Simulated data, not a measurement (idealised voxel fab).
Process module name: voxel transistor to metal
The cross-section shown here is cut; it is 270 nm wide and divided into square cells measuring 5 nm on a side.
In this document a cross-section is written as a grid of square cells. It is given as a series of bands, listed from the top down, and a band is one or more rows of cells.
First you get the band's top height and its bottom height, in nm, and then the materials it's made of, left to right, with each width in nm. If you see a single material with "full width", that one covers the band edge to edge. "air" is empty space.
We count height from 0. Below that, the starting wafer is all one material. The lowest band never ends at the bottom but goes on down; see "0 -> down" for how that is written.
The width entry "30 to 40" should be interpreted row by row: the top row of cells in the band takes the first number, the bottom row takes the second number, and the change between adjacent rows is uniform throughout.
It should be understood that the words "nothing different", when stated for a given step, signify that the cross-section underwent no change in any of its cells during that step.
"Enclosed void entries" - sealed voids, min. 8 cells, no opening to top; format: width x height at distance (distance from left edge; nm throughout).
It should be noted that, on the line of a given step, the content following the step's settings is a remark produced by the simulator itself with respect to that step.
A step's line can hold "overlay nm"; with a mask on that step, the setting says how far right of the planned place the mask lay, while a negative setting says it lay to the left.
[Below is the list of planned process steps]
1 RECEIVE (material Si)
2 OXIDIZE (depth nm 5)
3 CONFORMAL_DEP (material SiN; thk nm 15)
4 DIRECTIONAL_DEP (material aC; thk nm 10)
5 PATTERN (tone cover; mask id ACTIVE; material resist; width nm 105; pitch nm 125; thk nm 30; overlay nm 0)
6 DIRECTIONAL_ETCH (etch materials aC; depth nm 10)
7 STRIP (etch materials resist)
8 DIRECTIONAL_ETCH (etch materials SiN; depth nm 15)
9 DIRECTIONAL_ETCH (etch materials SiO2; depth nm 5)
10 DIRECTIONAL_ETCH (etch materials Si; depth nm 30)
11 STRIP (etch materials aC)
12 FILL_DEP (material SiO2; thk nm 10)
13 CMP (height nm 15)
14 SELECTIVE_ETCH (etch materials SiO2; depth nm 15)
15 STRIP (etch materials SiN)
16 SELECTIVE_ETCH (etch materials SiO2; depth nm 5)
17 OXIDIZE (depth nm 5)
18 DIRECTIONAL_DEP (material polySi; thk nm 20)
19 DIRECTIONAL_DEP (material SiCN; thk nm 15)
20 MASKED_ETCH (tone cover; mask id GATE; width nm 25; pitch nm 125; etch materials SiCN; depth nm 25; overlay nm 0)
21 MASKED_ETCH (tone cover; mask id GATE; width nm 25; pitch nm 125; etch materials polySi; depth nm 30; overlay nm 0)
22 CONFORMAL_DEP (material SiO2; thk nm 5)
23 DIRECTIONAL_ETCH (etch materials SiO2; depth nm 5)
24 CONFORMAL_DEP (material SiN; thk nm 5)
25 DIRECTIONAL_ETCH (etch materials SiN; depth nm 5)
26 DIRECTIONAL_ETCH (etch materials SiO2; depth nm 5)
27 EPI (material nSi; thk nm 5)
28 FILL_DEP (material SiO2; thk nm 10)
29 CMP (height nm 30)
30 DIRECTIONAL_DEP (material SiO2; thk nm 15)
31 DIRECTIONAL_DEP (material aC; thk nm 15)
32 PATTERN (tone open; mask id CONTACT; material resist; width nm 30; thk nm 35; overlay nm 0)
33 DIRECTIONAL_ETCH (etch materials aC; depth nm 15)
34 STRIP (etch materials resist)
35 DIRECTIONAL_ETCH (etch materials SiO2; depth nm 50)
36 STRIP (etch materials aC)
37 CONFORMAL_DEP (material TiN; thk nm 5)
38 FILL_DEP (material Ru; thk nm 10)
39 CMP (height nm 45)
40 DIRECTIONAL_DEP (material TiN; thk nm 5)
41 DIRECTIONAL_DEP (material W; thk nm 25)
42 MASKED_ETCH (tone cover; mask id METAL_1; width nm 20; etch materials W; depth nm 25; overlay nm 0)
43 MASKED_ETCH (tone cover; mask id METAL_1; width nm 20; etch materials TiN; depth nm 5; overlay nm 0)
44 FILL_DEP (material lowk; thk nm 5)
45 CMP (height nm 75)
46 CONFORMAL_DEP (material SiN; thk nm 5)
[Concerning the first of two wafers, which was run in accordance with the plan]
[Cross-section of the wafer as it came to us, i.e., already through step 1]
* 0 -> down  Si full width
* Enclosed void entries: none
[Wafer after step 2 (cross-section)]
* 0 -> -5  SiO2 full width
* At heights below -5, the structure remains unaltered.
[Wafer after step 3 (cross-section)]
* 15 -> 0  SiN full width
* At heights below 0, the structure remains unaltered.
[Wafer after step 4 (cross-section)]
* 25 -> 15  aC full width
* At heights below 15, the structure remains unaltered.
[Wafer after step 5 (cross-section)]
* 55 -> 25  20 air / 105 resist / 20 air / 105 resist / 20 air
* At heights below 25, the structure remains unaltered.
[Wafer after step 6 (cross-section)]
* 45 -> 25  20 air / 105 resist / 20 air / 105 resist / 20 air
* 25 -> 15  20 air / 105 aC / 20 air / 105 aC / 20 air
* At heights below 15, the structure remains unaltered.
[Wafer after step 7 (cross-section)]
* 25 -> 15  20 air / 105 aC / 20 air / 105 aC / 20 air
* At heights below 15, the structure remains unaltered.
[Wafer after step 8 (cross-section)]
* 25 -> 15  20 air / 105 aC / 20 air / 105 aC / 20 air
* 15 -> 0  20 air / 105 SiN / 20 air / 105 SiN / 20 air
* At heights below 0, the structure remains unaltered.
[Wafer after step 9 (cross-section)]
* 25 -> 15  20 air / 105 aC / 20 air / 105 aC / 20 air
* 15 -> 0  20 air / 105 SiN / 20 air / 105 SiN / 20 air
* 0 -> -5  20 air / 105 SiO2 / 20 air / 105 SiO2 / 20 air
* At heights below -5, the structure remains unaltered.
[Wafer after step 10 (cross-section)]
* 25 -> 15  20 air / 105 aC / 20 air / 105 aC / 20 air
* 15 -> 0  20 air / 105 SiN / 20 air / 105 SiN / 20 air
* 0 -> -5  20 air / 105 SiO2 / 20 air / 105 SiO2 / 20 air
* -5 -> -35  20 air / 105 Si / 20 air / 105 Si / 20 air
* At heights below -35, the structure remains unaltered.
[Wafer after step 11 (cross-section)]
* 15 -> 0  20 air / 105 SiN / 20 air / 105 SiN / 20 air
* At heights below 0, the structure remains unaltered.
[Wafer after step 12 (cross-section)]
* 25 -> 15  SiO2 full width
* 15 -> 0  20 SiO2 / 105 SiN / 20 SiO2 / 105 SiN / 20 SiO2
* 0 -> -5  SiO2 full width
* -5 -> -35  20 SiO2 / 105 Si / 20 SiO2 / 105 Si / 20 SiO2
* At heights below -35, the structure remains unaltered.
[Wafer after step 13 (cross-section)]
* 15 -> 0  20 SiO2 / 105 SiN / 20 SiO2 / 105 SiN / 20 SiO2
* At heights below 0, the structure remains unaltered.
[Wafer after step 14 (cross-section)]
* 15 -> 0  20 air / 105 SiN / 20 air / 105 SiN / 20 air
* At heights below 0, the structure remains unaltered.
[Wafer after step 15 (cross-section)]
* 0 -> -5  SiO2 full width
* At heights below -5, the structure remains unaltered.
[Wafer after step 16 (cross-section)]
* -5 -> -35  20 SiO2 / 105 Si / 20 SiO2 / 105 Si / 20 SiO2
* At heights below -35, the structure remains unaltered.
[Wafer after step 17 (cross-section)]
* -5 -> -10  SiO2 full width
* At heights below -10, the structure remains unaltered.
[Wafer after step 18 (cross-section)]
* 15 -> -5  polySi full width
* At heights below -5, the structure remains unaltered.
[Wafer after step 19 (cross-section)]
* 30 -> 15  SiCN full width
* At heights below 15, the structure remains unaltered.
[Wafer after step 20 (cross-section)]
* 30 -> 15  60 air / 25 SiCN / 100 air / 25 SiCN / 60 air
* At heights below 15, the structure remains unaltered.
[Wafer after step 21 (cross-section)]
* 30 -> 15  60 air / 25 SiCN / 100 air / 25 SiCN / 60 air
* 15 -> -5  60 air / 25 polySi / 100 air / 25 polySi / 60 air
* At heights below -5, the structure remains unaltered.
[Wafer after step 22 (cross-section)]
* 35 -> 30  55 air / 35 SiO2 / 90 air / 35 SiO2 / 55 air
* 30 -> 15  55 air / 5 SiO2 / 25 SiCN / 5 SiO2 / 90 air / 5 SiO2 / 25 SiCN / 5 SiO2 / 55 air
* 15 -> 0  55 air / 5 SiO2 / 25 polySi / 5 SiO2 / 90 air / 5 SiO2 / 25 polySi / 5 SiO2 / 55 air
* 0 -> -5  60 SiO2 / 25 polySi / 100 SiO2 / 25 polySi / 60 SiO2
* At heights below -5, the structure remains unaltered.
[Wafer after step 23 (cross-section)]
* 30 -> 15  55 air / 5 SiO2 / 25 SiCN / 5 SiO2 / 90 air / 5 SiO2 / 25 SiCN / 5 SiO2 / 55 air
* 15 -> -5  55 air / 5 SiO2 / 25 polySi / 5 SiO2 / 90 air / 5 SiO2 / 25 polySi / 5 SiO2 / 55 air
* At heights below -5, the structure remains unaltered.
[Wafer after step 24 (cross-section)]
* 35 -> 30  50 air / 45 SiN / 80 air / 45 SiN / 50 air
* 30 -> 15  50 air / 5 SiN / 5 SiO2 / 25 SiCN / 5 SiO2 / 5 SiN / 80 air / 5 SiN / 5 SiO2 / 25 SiCN / 5 SiO2 / 5 SiN / 50 air
* 15 -> 0  50 air / 5 SiN / 5 SiO2 / 25 polySi / 5 SiO2 / 5 SiN / 80 air / 5 SiN / 5 SiO2 / 25 polySi / 5 SiO2 / 5 SiN / 50 air
* 0 -> -5  55 SiN / 5 SiO2 / 25 polySi / 5 SiO2 / 90 SiN / 5 SiO2 / 25 polySi / 5 SiO2 / 55 SiN
* At heights below -5, the structure remains unaltered.
[Wafer after step 25 (cross-section)]
* 30 -> 15  50 air / 5 SiN / 5 SiO2 / 25 SiCN / 5 SiO2 / 5 SiN / 80 air / 5 SiN / 5 SiO2 / 25 SiCN / 5 SiO2 / 5 SiN / 50 air
* 15 -> -5  50 air / 5 SiN / 5 SiO2 / 25 polySi / 5 SiO2 / 5 SiN / 80 air / 5 SiN / 5 SiO2 / 25 polySi / 5 SiO2 / 5 SiN / 50 air
* At heights below -5, the structure remains unaltered.
[Wafer after step 26 (cross-section)]
* 30 -> 25  50 air / 5 SiN / 5 air / 25 SiCN / 5 air / 5 SiN / 80 air / 5 SiN / 5 air / 25 SiCN / 5 air / 5 SiN / 50 air
* 25 -> 15  50 air / 5 SiN / 5 SiO2 / 25 SiCN / 5 SiO2 / 5 SiN / 80 air / 5 SiN / 5 SiO2 / 25 SiCN / 5 SiO2 / 5 SiN / 50 air
* 15 -> -5  50 air / 5 SiN / 5 SiO2 / 25 polySi / 5 SiO2 / 5 SiN / 80 air / 5 SiN / 5 SiO2 / 25 polySi / 5 SiO2 / 5 SiN / 50 air
* -5 -> -10  50 air / 45 SiO2 / 80 air / 45 SiO2 / 50 air
* At heights below -10, the structure remains unaltered.
[Wafer after step 27 (cross-section)]
* 30 -> 25  50 air / 5 SiN / 5 air / 25 SiCN / 5 air / 5 SiN / 80 air / 5 SiN / 5 air / 25 SiCN / 5 air / 5 SiN / 50 air
* 25 -> 15  50 air / 5 SiN / 5 SiO2 / 25 SiCN / 5 SiO2 / 5 SiN / 80 air / 5 SiN / 5 SiO2 / 25 SiCN / 5 SiO2 / 5 SiN / 50 air
* 15 -> -5  50 air / 5 SiN / 5 SiO2 / 25 polySi / 5 SiO2 / 5 SiN / 80 air / 5 SiN / 5 SiO2 / 25 polySi / 5 SiO2 / 5 SiN / 50 air
* -5 -> -10  15 air / 35 nSi / 45 SiO2 / 35 nSi / 10 air / 35 nSi / 45 SiO2 / 35 nSi / 15 air
* At heights below -10, the structure remains unaltered.
[Wafer after step 28 (cross-section)]
* 40 -> 30  SiO2 full width
* 30 -> 15  50 SiO2 / 5 SiN / 5 SiO2 / 25 SiCN / 5 SiO2 / 5 SiN / 80 SiO2 / 5 SiN / 5 SiO2 / 25 SiCN / 5 SiO2 / 5 SiN / 50 SiO2
* 15 -> -5  50 SiO2 / 5 SiN / 5 SiO2 / 25 polySi / 5 SiO2 / 5 SiN / 80 SiO2 / 5 SiN / 5 SiO2 / 25 polySi / 5 SiO2 / 5 SiN / 50 SiO2
* -5 -> -10  15 SiO2 / 35 nSi / 45 SiO2 / 35 nSi / 10 SiO2 / 35 nSi / 45 SiO2 / 35 nSi / 15 SiO2
* At heights below -10, the structure remains unaltered.
[Wafer after step 29 (cross-section)]
* 30 -> 15  50 SiO2 / 5 SiN / 5 SiO2 / 25 SiCN / 5 SiO2 / 5 SiN / 80 SiO2 / 5 SiN / 5 SiO2 / 25 SiCN / 5 SiO2 / 5 SiN / 50 SiO2
* At heights below 15, the structure remains unaltered.
[Wafer after step 30 (cross-section)]
* 45 -> 30  SiO2 full width
* At heights below 30, the structure remains unaltered.
[Wafer after step 31 (cross-section)]
* 60 -> 45  aC full width
* At heights below 45, the structure remains unaltered.
[Wafer after step 32 (cross-section)]
* 95 -> 60  25 resist / 30 air / 35 resist / 30 air / 30 resist / 30 air / 35 resist / 30 air / 25 resist
* At heights below 60, the structure remains unaltered.
[Wafer after step 33 (cross-section)]
* 80 -> 60  25 resist / 30 air / 35 resist / 30 air / 30 resist / 30 air / 35 resist / 30 air / 25 resist
* 60 -> 45  25 aC / 30 air / 35 aC / 30 air / 30 aC / 30 air / 35 aC / 30 air / 25 aC
* At heights below 45, the structure remains unaltered.
[Wafer after step 34 (cross-section)]
* 60 -> 45  25 aC / 30 air / 35 aC / 30 air / 30 aC / 30 air / 35 aC / 30 air / 25 aC
* At heights below 45, the structure remains unaltered.
[Wafer after step 35 (cross-section)]
* 60 -> 45  25 aC / 30 air / 35 aC / 30 air / 30 aC / 30 air / 35 aC / 30 air / 25 aC
* 45 -> 30  25 SiO2 / 30 air / 35 SiO2 / 30 air / 30 SiO2 / 30 air / 35 SiO2 / 30 air / 25 SiO2
* 30 -> 15  25 SiO2 / 25 air / 5 SiN / 5 SiO2 / 25 SiCN / 5 SiO2 / 5 SiN / 25 air / 30 SiO2 / 25 air / 5 SiN / 5 SiO2 / 25 SiCN / 5 SiO2 / 5 SiN / 25 air / 25 SiO2
* 15 -> -5  25 SiO2 / 25 air / 5 SiN / 5 SiO2 / 25 polySi / 5 SiO2 / 5 SiN / 25 air / 30 SiO2 / 25 air / 5 SiN / 5 SiO2 / 25 polySi / 5 SiO2 / 5 SiN / 25 air / 25 SiO2
* At heights below -5, the structure remains unaltered.
[Wafer after step 36 (cross-section)]
* 45 -> 30  25 SiO2 / 30 air / 35 SiO2 / 30 air / 30 SiO2 / 30 air / 35 SiO2 / 30 air / 25 SiO2
* At heights below 30, the structure remains unaltered.
[Wafer after step 37 (cross-section)]
* 50 -> 45  30 TiN / 20 air / 45 TiN / 20 air / 40 TiN / 20 air / 45 TiN / 20 air / 30 TiN
* 45 -> 35  25 SiO2 / 5 TiN / 20 air / 5 TiN / 35 SiO2 / 5 TiN / 20 air / 5 TiN / 30 SiO2 / 5 TiN / 20 air / 5 TiN / 35 SiO2 / 5 TiN / 20 air / 5 TiN / 25 SiO2
* 35 -> 30  25 SiO2 / 5 TiN / 15 air / 10 TiN / 35 SiO2 / 10 TiN / 15 air / 5 TiN / 30 SiO2 / 5 TiN / 15 air / 10 TiN / 35 SiO2 / 10 TiN / 15 air / 5 TiN / 25 SiO2
* 30 -> 15  25 SiO2 / 5 TiN / 15 air / 5 TiN / 5 SiN / 5 SiO2 / 25 SiCN / 5 SiO2 / 5 SiN / 5 TiN / 15 air / 5 TiN / 30 SiO2 / 5 TiN / 15 air / 5 TiN / 5 SiN / 5 SiO2 / 25 SiCN / 5 SiO2 / 5 SiN / 5 TiN / 15 air / 5 TiN / 25 SiO2
* 15 -> 0  25 SiO2 / 5 TiN / 15 air / 5 TiN / 5 SiN / 5 SiO2 / 25 polySi / 5 SiO2 / 5 SiN / 5 TiN / 15 air / 5 TiN / 30 SiO2 / 5 TiN / 15 air / 5 TiN / 5 SiN / 5 SiO2 / 25 polySi / 5 SiO2 / 5 SiN / 5 TiN / 15 air / 5 TiN / 25 SiO2
* 0 -> -5  25 SiO2 / 25 TiN / 5 SiN / 5 SiO2 / 25 polySi / 5 SiO2 / 5 SiN / 25 TiN / 30 SiO2 / 25 TiN / 5 SiN / 5 SiO2 / 25 polySi / 5 SiO2 / 5 SiN / 25 TiN / 25 SiO2
* At heights below -5, the structure remains unaltered.
[Wafer after step 38 (cross-section)]
* 60 -> 50  Ru full width
* 50 -> 45  30 TiN / 20 Ru / 45 TiN / 20 Ru / 40 TiN / 20 Ru / 45 TiN / 20 Ru / 30 TiN
* 45 -> 35  25 SiO2 / 5 TiN / 20 Ru / 5 TiN / 35 SiO2 / 5 TiN / 20 Ru / 5 TiN / 30 SiO2 / 5 TiN / 20 Ru / 5 TiN / 35 SiO2 / 5 TiN / 20 Ru / 5 TiN / 25 SiO2
* 35 -> 30  25 SiO2 / 5 TiN / 15 Ru / 10 TiN / 35 SiO2 / 10 TiN / 15 Ru / 5 TiN / 30 SiO2 / 5 TiN / 15 Ru / 10 TiN / 35 SiO2 / 10 TiN / 15 Ru / 5 TiN / 25 SiO2
* 30 -> 15  25 SiO2 / 5 TiN / 15 Ru / 5 TiN / 5 SiN / 5 SiO2 / 25 SiCN / 5 SiO2 / 5 SiN / 5 TiN / 15 Ru / 5 TiN / 30 SiO2 / 5 TiN / 15 Ru / 5 TiN / 5 SiN / 5 SiO2 / 25 SiCN / 5 SiO2 / 5 SiN / 5 TiN / 15 Ru / 5 TiN / 25 SiO2
* 15 -> 0  25 SiO2 / 5 TiN / 15 Ru / 5 TiN / 5 SiN / 5 SiO2 / 25 polySi / 5 SiO2 / 5 SiN / 5 TiN / 15 Ru / 5 TiN / 30 SiO2 / 5 TiN / 15 Ru / 5 TiN / 5 SiN / 5 SiO2 / 25 polySi / 5 SiO2 / 5 SiN / 5 TiN / 15 Ru / 5 TiN / 25 SiO2
* At heights below 0, the structure remains unaltered.
[Wafer after step 39 (cross-section)]
* 45 -> 35  25 SiO2 / 5 TiN / 20 Ru / 5 TiN / 35 SiO2 / 5 TiN / 20 Ru / 5 TiN / 30 SiO2 / 5 TiN / 20 Ru / 5 TiN / 35 SiO2 / 5 TiN / 20 Ru / 5 TiN / 25 SiO2
* At heights below 35, the structure remains unaltered.
[Wafer after step 40 (cross-section)]
* 50 -> 45  TiN full width
* At heights below 45, the structure remains unaltered.
[Wafer after step 41 (cross-section)]
* 75 -> 50  W full width
* At heights below 50, the structure remains unaltered.
[Wafer after step 42 (cross-section)]
* 75 -> 50  25 air / 20 W / 55 air / 20 W / 30 air / 20 W / 55 air / 20 W / 25 air
* At heights below 50, the structure remains unaltered.
[Wafer after step 43 (cross-section)]
* 75 -> 50  25 air / 20 W / 55 air / 20 W / 30 air / 20 W / 55 air / 20 W / 25 air
* 50 -> 45  25 air / 20 TiN / 55 air / 20 TiN / 30 air / 20 TiN / 55 air / 20 TiN / 25 air
* At heights below 45, the structure remains unaltered.
[Wafer after step 44 (cross-section)]
* 80 -> 75  lowk full width
* 75 -> 50  25 lowk / 20 W / 55 lowk / 20 W / 30 lowk / 20 W / 55 lowk / 20 W / 25 lowk
* 50 -> 45  25 lowk / 20 TiN / 55 lowk / 20 TiN / 30 lowk / 20 TiN / 55 lowk / 20 TiN / 25 lowk
* At heights below 45, the structure remains unaltered.
[Wafer after step 45 (cross-section)]
* 75 -> 50  25 lowk / 20 W / 55 lowk / 20 W / 30 lowk / 20 W / 55 lowk / 20 W / 25 lowk
* At heights below 50, the structure remains unaltered.
[Wafer after step 46 (cross-section)]
* 80 -> 75  SiN full width
* At heights below 75, the structure remains unaltered.
[Second wafer. Start and plan as for the first. One mistake made in running. Agrees with the first up to and including step 18]
[Second wafer, section view, time point: scheduled end of step 19]
* 45 -> 15  SiCN full width
* At heights below 15, the structure remains unaltered.
[Second wafer, section view, time point: scheduled end of step 20]
* 45 -> 20  60 air / 25 SiCN / 100 air / 25 SiCN / 60 air
* At heights below 20, the structure remains unaltered.
Second wafer, section view, time point: scheduled end of step 21: nothing different
[Second wafer, section view, time point: scheduled end of step 22]
* 50 -> 45  55 air / 35 SiO2 / 90 air / 35 SiO2 / 55 air
* 45 -> 25  55 air / 5 SiO2 / 25 SiCN / 5 SiO2 / 90 air / 5 SiO2 / 25 SiCN / 5 SiO2 / 55 air
* 25 -> 20  60 SiO2 / 25 SiCN / 100 SiO2 / 25 SiCN / 60 SiO2
* At heights below 20, the structure remains unaltered.
[Second wafer, section view, time point: scheduled end of step 23]
* 45 -> 20  55 air / 5 SiO2 / 25 SiCN / 5 SiO2 / 90 air / 5 SiO2 / 25 SiCN / 5 SiO2 / 55 air
* At heights below 20, the structure remains unaltered.
[Second wafer, section view, time point: scheduled end of step 24]
* 50 -> 45  50 air / 45 SiN / 80 air / 45 SiN / 50 air
* 45 -> 25  50 air / 5 SiN / 5 SiO2 / 25 SiCN / 5 SiO2 / 5 SiN / 80 air / 5 SiN / 5 SiO2 / 25 SiCN / 5 SiO2 / 5 SiN / 50 air
* 25 -> 20  55 SiN / 5 SiO2 / 25 SiCN / 5 SiO2 / 90 SiN / 5 SiO2 / 25 SiCN / 5 SiO2 / 55 SiN
* At heights below 20, the structure remains unaltered.
[Second wafer, section view, time point: scheduled end of step 25]
* 45 -> 20  50 air / 5 SiN / 5 SiO2 / 25 SiCN / 5 SiO2 / 5 SiN / 80 air / 5 SiN / 5 SiO2 / 25 SiCN / 5 SiO2 / 5 SiN / 50 air
* At heights below 20, the structure remains unaltered.
[Second wafer, section view, time point: scheduled end of step 26]
* 45 -> 40  50 air / 5 SiN / 5 air / 25 SiCN / 5 air / 5 SiN / 80 air / 5 SiN / 5 air / 25 SiCN / 5 air / 5 SiN / 50 air
* At heights below 40, the structure remains unaltered.
Second wafer, section view, time point: scheduled end of step 27: nothing different
[Second wafer, section view, time point: scheduled end of step 28]
* 55 -> 45  SiO2 full width
* 45 -> 20  50 SiO2 / 5 SiN / 5 SiO2 / 25 SiCN / 5 SiO2 / 5 SiN / 80 SiO2 / 5 SiN / 5 SiO2 / 25 SiCN / 5 SiO2 / 5 SiN / 50 SiO2
* At heights below 20, the structure remains unaltered.
[Second wafer, section view, time point: scheduled end of step 29]
* 30 -> 20  50 SiO2 / 5 SiN / 5 SiO2 / 25 SiCN / 5 SiO2 / 5 SiN / 80 SiO2 / 5 SiN / 5 SiO2 / 25 SiCN / 5 SiO2 / 5 SiN / 50 SiO2
* At heights below 20, the structure remains unaltered.
[Second wafer, section view, time point: scheduled end of step 30]
* 45 -> 30  SiO2 full width
* At heights below 30, the structure remains unaltered.
[Second wafer, section view, time point: scheduled end of step 31]
* 60 -> 45  aC full width
* At heights below 45, the structure remains unaltered.
[Second wafer, section view, time point: scheduled end of step 32]
* 95 -> 60  25 resist / 30 air / 35 resist / 30 air / 30 resist / 30 air / 35 resist / 30 air / 25 resist
* At heights below 60, the structure remains unaltered.
[Second wafer, section view, time point: scheduled end of step 33]
* 80 -> 60  25 resist / 30 air / 35 resist / 30 air / 30 resist / 30 air / 35 resist / 30 air / 25 resist
* 60 -> 45  25 aC / 30 air / 35 aC / 30 air / 30 aC / 30 air / 35 aC / 30 air / 25 aC
* At heights below 45, the structure remains unaltered.
[Second wafer, section view, time point: scheduled end of step 34]
* 60 -> 45  25 aC / 30 air / 35 aC / 30 air / 30 aC / 30 air / 35 aC / 30 air / 25 aC
* At heights below 45, the structure remains unaltered.
[Second wafer, section view, time point: scheduled end of step 35]
* 60 -> 45  25 aC / 30 air / 35 aC / 30 air / 30 aC / 30 air / 35 aC / 30 air / 25 aC
* 45 -> 30  25 SiO2 / 30 air / 35 SiO2 / 30 air / 30 SiO2 / 30 air / 35 SiO2 / 30 air / 25 SiO2
* 30 -> 20  25 SiO2 / 25 air / 5 SiN / 5 SiO2 / 25 SiCN / 5 SiO2 / 5 SiN / 25 air / 30 SiO2 / 25 air / 5 SiN / 5 SiO2 / 25 SiCN / 5 SiO2 / 5 SiN / 25 air / 25 SiO2
* At heights below 20, the structure remains unaltered.
[Second wafer, section view, time point: scheduled end of step 36]
* 45 -> 30  25 SiO2 / 30 air / 35 SiO2 / 30 air / 30 SiO2 / 30 air / 35 SiO2 / 30 air / 25 SiO2
* At heights below 30, the structure remains unaltered.
[Second wafer, section view, time point: scheduled end of step 37]
* 50 -> 45  30 TiN / 20 air / 45 TiN / 20 air / 40 TiN / 20 air / 45 TiN / 20 air / 30 TiN
* 45 -> 35  25 SiO2 / 5 TiN / 20 air / 5 TiN / 35 SiO2 / 5 TiN / 20 air / 5 TiN / 30 SiO2 / 5 TiN / 20 air / 5 TiN / 35 SiO2 / 5 TiN / 20 air / 5 TiN / 25 SiO2
* 35 -> 30  25 SiO2 / 5 TiN / 15 air / 10 TiN / 35 SiO2 / 10 TiN / 15 air / 5 TiN / 30 SiO2 / 5 TiN / 15 air / 10 TiN / 35 SiO2 / 10 TiN / 15 air / 5 TiN / 25 SiO2
* 30 -> 25  25 SiO2 / 5 TiN / 15 air / 5 TiN / 5 SiN / 5 SiO2 / 25 SiCN / 5 SiO2 / 5 SiN / 5 TiN / 15 air / 5 TiN / 30 SiO2 / 5 TiN / 15 air / 5 TiN / 5 SiN / 5 SiO2 / 25 SiCN / 5 SiO2 / 5 SiN / 5 TiN / 15 air / 5 TiN / 25 SiO2
* 25 -> 20  25 SiO2 / 25 TiN / 5 SiN / 5 SiO2 / 25 SiCN / 5 SiO2 / 5 SiN / 25 TiN / 30 SiO2 / 25 TiN / 5 SiN / 5 SiO2 / 25 SiCN / 5 SiO2 / 5 SiN / 25 TiN / 25 SiO2
* At heights below 20, the structure remains unaltered.
[Second wafer, section view, time point: scheduled end of step 38]
* 60 -> 50  Ru full width
* 50 -> 45  30 TiN / 20 Ru / 45 TiN / 20 Ru / 40 TiN / 20 Ru / 45 TiN / 20 Ru / 30 TiN
* 45 -> 35  25 SiO2 / 5 TiN / 20 Ru / 5 TiN / 35 SiO2 / 5 TiN / 20 Ru / 5 TiN / 30 SiO2 / 5 TiN / 20 Ru / 5 TiN / 35 SiO2 / 5 TiN / 20 Ru / 5 TiN / 25 SiO2
* 35 -> 30  25 SiO2 / 5 TiN / 15 Ru / 10 TiN / 35 SiO2 / 10 TiN / 15 Ru / 5 TiN / 30 SiO2 / 5 TiN / 15 Ru / 10 TiN / 35 SiO2 / 10 TiN / 15 Ru / 5 TiN / 25 SiO2
* 30 -> 25  25 SiO2 / 5 TiN / 15 Ru / 5 TiN / 5 SiN / 5 SiO2 / 25 SiCN / 5 SiO2 / 5 SiN / 5 TiN / 15 Ru / 5 TiN / 30 SiO2 / 5 TiN / 15 Ru / 5 TiN / 5 SiN / 5 SiO2 / 25 SiCN / 5 SiO2 / 5 SiN / 5 TiN / 15 Ru / 5 TiN / 25 SiO2
* At heights below 25, the structure remains unaltered.
[Second wafer, section view, time point: scheduled end of step 39]
* 45 -> 35  25 SiO2 / 5 TiN / 20 Ru / 5 TiN / 35 SiO2 / 5 TiN / 20 Ru / 5 TiN / 30 SiO2 / 5 TiN / 20 Ru / 5 TiN / 35 SiO2 / 5 TiN / 20 Ru / 5 TiN / 25 SiO2
* At heights below 35, the structure remains unaltered.
[Second wafer, section view, time point: scheduled end of step 40]
* 50 -> 45  TiN full width
* At heights below 45, the structure remains unaltered.
[Second wafer, section view, time point: scheduled end of step 41]
* 75 -> 50  W full width
* At heights below 50, the structure remains unaltered.
[Second wafer, section view, time point: scheduled end of step 42]
* 75 -> 50  25 air / 20 W / 55 air / 20 W / 30 air / 20 W / 55 air / 20 W / 25 air
* At heights below 50, the structure remains unaltered.
[Second wafer, section view, time point: scheduled end of step 43]
* 75 -> 50  25 air / 20 W / 55 air / 20 W / 30 air / 20 W / 55 air / 20 W / 25 air
* 50 -> 45  25 air / 20 TiN / 55 air / 20 TiN / 30 air / 20 TiN / 55 air / 20 TiN / 25 air
* At heights below 45, the structure remains unaltered.
[Second wafer, section view, time point: scheduled end of step 44]
* 80 -> 75  lowk full width
* 75 -> 50  25 lowk / 20 W / 55 lowk / 20 W / 30 lowk / 20 W / 55 lowk / 20 W / 25 lowk
* 50 -> 45  25 lowk / 20 TiN / 55 lowk / 20 TiN / 30 lowk / 20 TiN / 55 lowk / 20 TiN / 25 lowk
* At heights below 45, the structure remains unaltered.
[Second wafer, section view, time point: scheduled end of step 45]
* 75 -> 50  25 lowk / 20 W / 55 lowk / 20 W / 30 lowk / 20 W / 55 lowk / 20 W / 25 lowk
* At heights below 50, the structure remains unaltered.
[Second wafer, section view, time point: scheduled end of step 46]
* 80 -> 75  SiN full width
* At heights below 75, the structure remains unaltered.
So what did we get wrong on this run? step 19 of the plan was performed twice
FYI, end of process, the second wafer has more or fewer cells of some materials than the first: Ru -60, SiCN +44, SiN -20, SiO2 -72, TiN -40, nSi -28, polySi +176
